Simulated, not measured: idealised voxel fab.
The process module that follows is named voxel fin reveal.
Shown is cross-section cut, with a width of 295 nm and square cells of size 5 nm.
A cross-section in this document is a grid of square cells, and it is written down as bands, the top band listed before the ones below it; a band is made up of one or more rows of cells.
The entry gives the band's vertical extent as a top height and a bottom height in nm, then its horizontal make-up as materials from left to right, each with a width in nm. "empty" stands for empty space; a single material marked "throughout" fills the band edge to edge.
All heights in this document are referenced to 0, defined as the level beneath which the wafer, as received, consists entirely of one material. The lowest band is not bounded below; it extends indefinitely downward and is written in the form "from 0 down".
Read "30..40" as a graded width: first number on top, second number at the bottom, same change between each pair of neighbouring rows.
"no alteration" for a step: no cell of the cross-section changed in that step.
The entry titled "Unvented cavities" provides the empty spaces that have no open way to the top, restricted to those of 8 cells or more. Each is presented as width x height at distance, the distance being measured from the left edge, with all three in nm.
Note: text after step settings on the step line = simulator remark on that step.
Among the settings permitted on a step's line is "overlay nm"; applied to a step with a mask, it specifies the extent to which the mask lay to the right of its planned position, whereas a negative figure signifies a position to the left.

-- Process steps foreseen in the plan
| 1 | RECEIVE [material Si] |
| 2 | CONFORMAL_DEP [material SiN] [thk nm 5] |
| 3 | PATTERN [tone cover] [mask id FINS] [material resist] [width nm 15] [pitch nm 35] [thk nm 15] [overlay nm 0] |
| 4 | DIRECTIONAL_ETCH [etch materials SiN] [depth nm 5] |
| 5 | DIRECTIONAL_ETCH [etch materials Si] [depth nm 40] |
| 6 | STRIP [etch materials resist] |
| 7 | OXIDIZE [depth nm 5] |
| 8 | FILL_DEP [material SiO2] [thk nm 5] |
| 9 | CMP [height nm 5] |
| 10 | SELECTIVE_ETCH [etch materials SiO2] [depth nm 20] |
| 11 | STRIP [etch materials SiN] |
| 12 | CONFORMAL_DEP [material SiO2] [thk nm 5] |

-- Concerning the first of two wafers, which was run in accordance with the plan

-- This is the cross-section of the wafer as we received it, i.e. after step 1
	from 0 down | Si throughout
	Unvented cavities: none

-- You're looking at a cross-section of the wafer after step 2
	from 5 to 0 | SiN throughout
	Note: structure below 0 unchanged.

-- You're looking at a cross-section of the wafer after step 3
	from 20 to 5 | 120 empty  15 resist  20 empty  15 resist  125 empty
	Note: structure below 5 unchanged.

-- You're looking at a cross-section of the wafer after step 4
	from 20 to 5 | 120 empty  15 resist  20 empty  15 resist  125 empty
	from 5 to 0 | 120 empty  15 SiN  20 empty  15 SiN  125 empty
	Note: structure below 0 unchanged.

-- You're looking at a cross-section of the wafer after step 5
	from 20 to 5 | 120 empty  15 resist  20 empty  15 resist  125 empty
	from 5 to 0 | 120 empty  15 SiN  20 empty  15 SiN  125 empty
	from 0 to -40 | 120 empty  15 Si  20 empty  15 Si  125 empty
	Note: structure below -40 unchanged.

-- You're looking at a cross-section of the wafer after step 6
	from 5 to 0 | 120 empty  15 SiN  20 empty  15 SiN  125 empty
	Note: structure below 0 unchanged.

-- You're looking at a cross-section of the wafer after step 7
	from 5 to 0 | 120 empty  15 SiN  20 empty  15 SiN  125 empty
	from 0 to -40 | 120 empty  5 SiO2  5 Si  5 SiO2  20 empty  5 SiO2  5 Si  5 SiO2  125 empty
	from -40 to -45 | 125 SiO2  5 Si  30 SiO2  5 Si  130 SiO2
	Note: structure below -45 unchanged.

-- You're looking at a cross-section of the wafer after step 8
	from 10 to 5 | SiO2 throughout
	from 5 to 0 | 120 SiO2  15 SiN  20 SiO2  15 SiN  125 SiO2
	from 0 to -45 | 125 SiO2  5 Si  30 SiO2  5 Si  130 SiO2
	Note: structure below -45 unchanged.

-- You're looking at a cross-section of the wafer after step 9
	from 5 to 0 | 120 SiO2  15 SiN  20 SiO2  15 SiN  125 SiO2
	Note: structure below 0 unchanged.

-- You're looking at a cross-section of the wafer after step 10
	from 5 to 0 | 120 empty  15 SiN  20 empty  15 SiN  125 empty
	from 0 to -15 | 125 empty  5 Si  30 empty  5 Si  130 empty
	Note: structure below -15 unchanged.

-- You're looking at a cross-section of the wafer after step 11
	from 0 to -15 | 125 empty  5 Si  30 empty  5 Si  130 empty
	Note: structure below -15 unchanged.

-- You're looking at a cross-section of the wafer after step 12
	from 5 to 0 | 120 empty  15 SiO2  20 empty  15 SiO2  125 empty
	from 0 to -10 | 120 empty  5 SiO2  5 Si  5 SiO2  20 empty  5 SiO2  5 Si  5 SiO2  125 empty
	from -10 to -45 | 125 SiO2  5 Si  30 SiO2  5 Si  130 SiO2
	Note: structure below -45 unchanged.

-- Wafer two. Same start, same plan, one slip in execution. Same as wafer one through step 11, inclusive

-- Cross-section of the second wafer at the time by which step 12 should have been completed according to the plan
	from 5 to 0 | 120 empty  15 SiN  20 empty  15 SiN  125 empty
	from 0 to -10 | 120 empty  5 SiN  5 Si  5 SiN  20 empty  5 SiN  5 Si  5 SiN  125 empty
	from -10 to -15 | 125 SiN  5 Si  30 SiN  5 Si  130 SiN
	Note: structure below -15 unchanged.
Which mistake was made when the wafer was run? in deviation from the planned setting, step 12 was conducted as CONFORMAL_DEP [material SiN] [thk nm 5]
End of process, cell counts, second wafer against first, materials with more or fewer: SiN: 71 more | SiO2: 71 fewer
